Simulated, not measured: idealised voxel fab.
You're looking at the process module voxel transistor to metal.
Section shown: cut. Width: 265 nm. Cell size: 5 nm, square.
This document writes a cross-section as a grid whose cells are square, and gives it as bands, listed from the top down; one or more rows of cells form a band. In this notation a band is specified by the heights of its top and bottom, in that order and in nm, after which its materials appear from left to right, each paired with its width in nm. The word "full width" attached to a single material means that material fills the band from edge to edge; the word "empty" stands for empty space. The reference from which all heights are counted is 0, the level beneath which the as-received wafer is entirely one material; the lowest band, having no lower bound, proceeds downward and is written after the example "from 0 down". Read "30 to 40" as a graded width: first number on top, second number at the bottom, same change between each pair of neighbouring rows. "nothing changed", as given for a step, is the statement that not any cell of the cross-section underwent a change during that step. If an empty space has no open way to the top and is at least 8 cells in size, "Closed void inventory" lists it, written width x height at distance, where distance is measured from the left edge and every value is in nm. Past the settings on a step's line: simulator remark, on that step. The optional step-line setting "overlay nm" applies to steps with a mask and quantifies how far to the right of its planned location the mask lay, a negative value indicating leftward placement.

PLAN
1: RECEIVE | material Si
2: OXIDIZE | depth nm 5
3: CONFORMAL_DEP | material SiN | thk nm 15
4: MASKED_ETCH | tone cover | mask id ACTIVE | width nm 105 | pitch nm 130 | etch materials SiN | depth nm 15 | overlay nm 0
5: MASKED_ETCH | tone cover | mask id ACTIVE | width nm 105 | pitch nm 130 | etch materials SiO2 | depth nm 5 | overlay nm 0
6: MASKED_ETCH | tone cover | mask id ACTIVE | width nm 105 | pitch nm 130 | etch materials Si | depth nm 30 | overlay nm 0
7: OXIDIZE | depth nm 5
8: FILL_DEP | material SiO2 | thk nm 5
9: CMP | height nm 15
10: SELECTIVE_ETCH | etch materials SiO2 | depth nm 10
11: STRIP | etch materials SiN
12: SELECTIVE_ETCH | etch materials SiO2 | depth nm 5
13: OXIDIZE | depth nm 5
14: DIRECTIONAL_DEP | material polySi | thk nm 20
15: DIRECTIONAL_DEP | material SiCN | thk nm 15
16: DIRECTIONAL_DEP | material aC | thk nm 15
17: PATTERN | tone cover | mask id GATE | material resist | width nm 15 | pitch nm 130 | thk nm 35 | overlay nm 0
18: DIRECTIONAL_ETCH | etch materials aC | depth nm 15
19: STRIP | etch materials resist
20: DIRECTIONAL_ETCH | etch materials SiCN | depth nm 25
21: DIRECTIONAL_ETCH | etch materials polySi | depth nm 30
22: STRIP | etch materials aC
23: CONFORMAL_DEP | material SiO2 | thk nm 5
24: DIRECTIONAL_ETCH | etch materials SiO2 | depth nm 5
25: CONFORMAL_DEP | material SiN | thk nm 10
26: DIRECTIONAL_ETCH | etch materials SiN | depth nm 10
27: DIRECTIONAL_ETCH | etch materials SiO2 | depth nm 5
28: DIRECTIONAL_ETCH | etch materials Si | depth nm 15
29: EPI | material SiGe | thk nm 15
30: FILL_DEP | material SiO2 | thk nm 10
31: CMP | height nm 30
32: DIRECTIONAL_DEP | material SiO2 | thk nm 10
33: DIRECTIONAL_DEP | material aC | thk nm 15
34: PATTERN | tone open | mask id CONTACT | material resist | width nm 35 | thk nm 35 | overlay nm 0
35: DIRECTIONAL_ETCH | etch materials aC | depth nm 15
36: STRIP | etch materials resist
37: DIRECTIONAL_ETCH | etch materials SiO2 | depth nm 35
38: STRIP | etch materials aC
39: CONFORMAL_DEP | material TiN | thk nm 5
40: FILL_DEP | material Ru | thk nm 10
41: CMP | height nm 40
42: CONFORMAL_DEP | material SiN | thk nm 5
43: DIRECTIONAL_DEP | material SiO2 | thk nm 20
44: MASKED_ETCH | tone open | mask id METAL_1 | width nm 20 | etch materials SiO2 | depth nm 20 | overlay nm 0
45: MASKED_ETCH | tone open | mask id METAL_1 | width nm 20 | etch materials SiN | depth nm 5 | overlay nm 0
46: CONFORMAL_DEP | material TiN | thk nm 5
47: FILL_DEP | material Cu | thk nm 10
48: CMP | height nm 65
49: CONFORMAL_DEP | material SiCN | thk nm 5
For this document, wafers share an identical start and vary in the step 17 width nm; the plan quotes the first wafer's value.

AFTER STEP 1, AS RECEIVED: FIRST OF SEVERAL WAFERS, CROSS-SECTION
from 0 down = Si full width
Closed void inventory: none

TABLE: WAFERS, A ROW EACH; END-OF-MODULE CELL CHANGE PER MATERIAL SINCE RECEIPT, GAIN (+), LOSS (-); THEN CLOSED VOIDS
width nm 15, +32 Cu, +80 Ru, -244 Si, +71 SiCN, +100 SiGe, +101 SiN, +454 SiO2, +124 TiN, +24 polySi, Closed void inventory: none
width nm 20, +32 Cu, +70 Ru, -238 Si, +77 SiCN, +88 SiGe, +101 SiN, +446 SiO2, +134 TiN, +32 polySi, Closed void inventory: none
width nm 25, +32 Cu, +60 Ru, -232 Si, +83 SiCN, +76 SiGe, +101 SiN, +438 SiO2, +144 TiN, +40 polySi, Closed void inventory: none
width nm 30, +32 Cu, +50 Ru, -226 Si, +89 SiCN, +64 SiGe, +101 SiN, +440 SiO2, +144 TiN, +48 polySi, Closed void inventory: none
